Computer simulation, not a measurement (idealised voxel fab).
Process module in this document: voxel spacer lines
The width of the displayed cross-section, cut, is 265 nm; its cells are square, with a size of 5 nm.
In this document a cross-section is written as a grid of square cells. It is given as a series of bands, listed from the top down, and a band is one or more rows of cells.
Look at the band entry: it leads with the top's height and the bottom's height in nm. Then it lists the materials left to right, with a width in nm for each. The word "all across" on a single material says that material fills the band edge to edge. The word "air" is empty space.
The level at which height equals 0 is the one under which the wafer, as it arrives, is entirely one material. No lower edge exists for the bottom band, which continues downward and is notated as in "0..down".
A width such as "30->40" changes by the same amount from each row of cells to the next, from the band's top row to its bottom row.
"nothing changed", as given for a step, is the statement that not any cell of the cross-section underwent a change during that step.
If an empty space has no open way to the top and is at least 8 cells in size, "Fully enclosed voids" lists it, written width x height at distance, where distance is measured from the left edge and every value is in nm.
Formally, on a step line, whatever follows the settings is a remark that the simulator itself makes on the step.
Each step line may optionally specify "overlay nm", which for a step with a mask gives the rightward distance between the mask's planned place and where it lay, a negative value indicating the leftward direction.

**Process steps (planned)**
step 1: RECEIVE: material Si
step 2: CONFORMAL_DEP: material Al2O3, thk nm 5
step 3: DIRECTIONAL_DEP: material W, thk nm 20
step 4: DIRECTIONAL_DEP: material polySi, thk nm 25
step 5: PATTERN: tone cover, mask id MANDREL, material resist, width nm 25, pitch nm 80, thk nm 30, overlay nm 0
step 6: DIRECTIONAL_ETCH: etch materials polySi, depth nm 25
step 7: STRIP: etch materials resist
step 8: CONFORMAL_DEP: material SiN, thk nm 5
step 9: DIRECTIONAL_ETCH: etch materials SiN, depth nm 15
step 10: STRIP: etch materials polySi
step 11: DIRECTIONAL_ETCH: etch materials W, depth nm 20
step 12: STRIP: etch materials SiN
step 13: FILL_DEP: material SiO2, thk nm 5
step 14: CMP: height nm 25
The value of thk nm given for step 8 in the plan refers to the first wafer; the wafers vary in this setting and are alike at the start.

**Received condition of the first of several wafers, sectioned: post-step 1**
0..down: Si all across
Fully enclosed voids: none

**Where each wafer stands at the end of the module, a row apiece: cells of each material gained (+) or lost (-) since it was received, then closed voids**
thk nm 5 | +53 Al2O3 | +188 SiO2 | +24 W | Fully enclosed voids: none
thk nm 10 | +53 Al2O3 | +164 SiO2 | +48 W | Fully enclosed voids: none
thk nm 15 | +53 Al2O3 | +140 SiO2 | +72 W | Fully enclosed voids: none
thk nm 20 | +53 Al2O3 | +212 W | Fully enclosed voids: none
thk nm 25 | +53 Al2O3 | +212 W | Fully enclosed voids: none
thk nm 30 | +53 Al2O3 | +212 W | Fully enclosed voids: none
